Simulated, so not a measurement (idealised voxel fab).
You're looking at the process module voxel spacer lines.
Section cut is 300 nm wide and gridded with 5 nm square cells.
Cross-sections here: square-cell grids, written as top-down lists of bands, a band being one or more rows of cells. Band entry format. Leading values: height of top, height of bottom, nm. Remainder: materials in left-to-right order, each with its width in nm. Special words: "full width" on a single material, which then fills the band edge to edge; "empty", empty space. The level at which height equals 0 is the one under which the wafer, as it arrives, is entirely one material. No lower edge exists for the bottom band, which continues downward and is notated as in "0 nm and below". Width spec "30->40" -> top row of cells at first value, bottom row at second value, equal per-row change in between. The designation "nothing changed", where it is given for a processing step, indicates that no cell of the cross-section was altered in the course of that step. Voids not open to the top, 8 cells minimum: see "Voids, sealed". Written width x height at distance; distance is from the left edge; nm. If you see something after the settings on a step's line, that's the simulator's own remark about that step. overlay nm: mask offset rightward from planned place, masked step; negative means leftward offset.
The process steps that were planned are listed below
1 op RECEIVE | material Si
2 op CONFORMAL_DEP | material SiO2 | thk nm 10
3 op DIRECTIONAL_DEP | material polySi | thk nm 15
4 op DIRECTIONAL_DEP | material aC | thk nm 25
5 op PATTERN | tone cover | mask id MANDREL | material resist | width nm 15 | pitch nm 50 | thk nm 30 | overlay nm 0
6 op DIRECTIONAL_ETCH | etch materials aC | depth nm 25
7 op STRIP | etch materials resist
8 op CONFORMAL_DEP | material SiN | thk nm 10
9 op DIRECTIONAL_ETCH | etch materials SiN | depth nm 10
10 op STRIP | etch materials aC
11 op DIRECTIONAL_ETCH | etch materials polySi | depth nm 15
12 op STRIP | etch materials SiN
13 op FILL_DEP | material lowk | thk nm 5
14 op CMP | height nm 25
Run as planned: first of two wafers
Incoming wafer, cross-sectional view, post step 1
    0 nm and below = Si full width
    Voids, sealed: none
Step 2 done - wafer cross-section
    10 nm to 0 nm = SiO2 full width
    Under 0: no change, same as before.
Step 3 done - wafer cross-section
    25 nm to 10 nm = polySi full width
    Under 10: no change, same as before.
Step 4 done - wafer cross-section
    50 nm to 25 nm = aC full width
    Under 25: no change, same as before.
Step 5 done - wafer cross-section
    80 nm to 50 nm = empty=115 | resist=15 | empty=35 | resist=15 | empty=120
    Under 50: no change, same as before.
Step 6 done - wafer cross-section
    55 nm to 50 nm = empty=115 | resist=15 | empty=35 | resist=15 | empty=120
    50 nm to 25 nm = empty=115 | aC=15 | empty=35 | aC=15 | empty=120
    Under 25: no change, same as before.
Step 7 done - wafer cross-section
    50 nm to 25 nm = empty=115 | aC=15 | empty=35 | aC=15 | empty=120
    Under 25: no change, same as before.
Step 8 done - wafer cross-section
    60 nm to 50 nm = empty=105 | SiN=35 | empty=15 | SiN=35 | empty=110
    50 nm to 35 nm = empty=105 | SiN=10 | aC=15 | SiN=10 | empty=15 | SiN=10 | aC=15 | SiN=10 | empty=110
    35 nm to 25 nm = SiN=115 | aC=15 | SiN=35 | aC=15 | SiN=120
    Under 25: no change, same as before.
Step 9 done - wafer cross-section
    50 nm to 25 nm = empty=105 | SiN=10 | aC=15 | SiN=10 | empty=15 | SiN=10 | aC=15 | SiN=10 | empty=110
    Under 25: no change, same as before.
Step 10 done - wafer cross-section
    50 nm to 25 nm = empty=105 | SiN=10 | empty=15 | SiN=10 | empty=15 | SiN=10 | empty=15 | SiN=10 | empty=110
    Under 25: no change, same as before.
Step 11 done - wafer cross-section
    50 nm to 25 nm = empty=105 | SiN=10 | empty=15 | SiN=10 | empty=15 | SiN=10 | empty=15 | SiN=10 | empty=110
    25 nm to 10 nm = empty=105 | polySi=10 | empty=15 | polySi=10 | empty=15 | polySi=10 | empty=15 | polySi=10 | empty=110
    Under 10: no change, same as before.
Step 12 done - wafer cross-section
    25 nm to 10 nm = empty=105 | polySi=10 | empty=15 | polySi=10 | empty=15 | polySi=10 | empty=15 | polySi=10 | empty=110
    Under 10: no change, same as before.
Step 13 done - wafer cross-section
    30 nm to 25 nm = lowk full width
    25 nm to 10 nm = lowk=105 | polySi=10 | lowk=15 | polySi=10 | lowk=15 | polySi=10 | lowk=15 | polySi=10 | lowk=110
    Under 10: no change, same as before.
Step 14 done - wafer cross-section
    25 nm to 10 nm = lowk=105 | polySi=10 | lowk=15 | polySi=10 | lowk=15 | polySi=10 | lowk=15 | polySi=10 | lowk=110
    Under 10: no change, same as before.
Second wafer, same starting state and plan as the first, one mistake in the run, identical through step 1
Second wafer profile in section, at the moment step 2 of the plan was meant to be complete
    5 nm to 0 nm = SiO2 full width
    Under 0: no change, same as before.
Second wafer profile in section, at the moment step 3 of the plan was meant to be complete
    20 nm to 5 nm = polySi full width
    Under 5: no change, same as before.
Second wafer profile in section, at the moment step 4 of the plan was meant to be complete
    45 nm to 20 nm = aC full width
    Under 20: no change, same as before.
Second wafer profile in section, at the moment step 5 of the plan was meant to be complete
    75 nm to 45 nm = empty=115 | resist=15 | empty=35 | resist=15 | empty=120
    Under 45: no change, same as before.
Second wafer profile in section, at the moment step 6 of the plan was meant to be complete
    50 nm to 45 nm = empty=115 | resist=15 | empty=35 | resist=15 | empty=120
    45 nm to 20 nm = empty=115 | aC=15 | empty=35 | aC=15 | empty=120
    Under 20: no change, same as before.
Second wafer profile in section, at the moment step 7 of the plan was meant to be complete
    45 nm to 20 nm = empty=115 | aC=15 | empty=35 | aC=15 | empty=120
    Under 20: no change, same as before.
Second wafer profile in section, at the moment step 8 of the plan was meant to be complete
    55 nm to 45 nm = empty=105 | SiN=35 | empty=15 | SiN=35 | empty=110
    45 nm to 30 nm = empty=105 | SiN=10 | aC=15 | SiN=10 | empty=15 | SiN=10 | aC=15 | SiN=10 | empty=110
    30 nm to 20 nm = SiN=115 | aC=15 | SiN=35 | aC=15 | SiN=120
    Under 20: no change, same as before.
Second wafer profile in section, at the moment step 9 of the plan was meant to be complete
    45 nm to 20 nm = empty=105 | SiN=10 | aC=15 | SiN=10 | empty=15 | SiN=10 | aC=15 | SiN=10 | empty=110
    Under 20: no change, same as before.
Second wafer profile in section, at the moment step 10 of the plan was meant to be complete
    45 nm to 20 nm = empty=105 | SiN=10 | empty=15 | SiN=10 | empty=15 | SiN=10 | empty=15 | SiN=10 | empty=110
    Under 20: no change, same as before.
Second wafer profile in section, at the moment step 11 of the plan was meant to be complete
    45 nm to 20 nm = empty=105 | SiN=10 | empty=15 | SiN=10 | empty=15 | SiN=10 | empty=15 | SiN=10 | empty=110
    20 nm to 5 nm = empty=105 | polySi=10 | empty=15 | polySi=10 | empty=15 | polySi=10 | empty=15 | polySi=10 | empty=110
    Under 5: no change, same as before.
Second wafer profile in section, at the moment step 12 of the plan was meant to be complete
    20 nm to 5 nm = empty=105 | polySi=10 | empty=15 | polySi=10 | empty=15 | polySi=10 | empty=15 | polySi=10 | empty=110
    Under 5: no change, same as before.
Second wafer profile in section, at the moment step 13 of the plan was meant to be complete
    25 nm to 20 nm = lowk full width
    20 nm to 5 nm = lowk=105 | polySi=10 | lowk=15 | polySi=10 | lowk=15 | polySi=10 | lowk=15 | polySi=10 | lowk=110
    Under 5: no change, same as before.
Second wafer profile in section, at the moment step 14 of the plan was meant to be complete: nothing changed
What was done differently from what was planned? it should be noted that step 2 was executed with settings other than those planned, the operation and settings actually applied being op CONFORMAL_DEP | material SiO2 | thk nm 5
The final cell counts differ between the wafers, with the second having more or fewer of some materials than the first: 60 fewer of SiO2 | 60 more of lowk
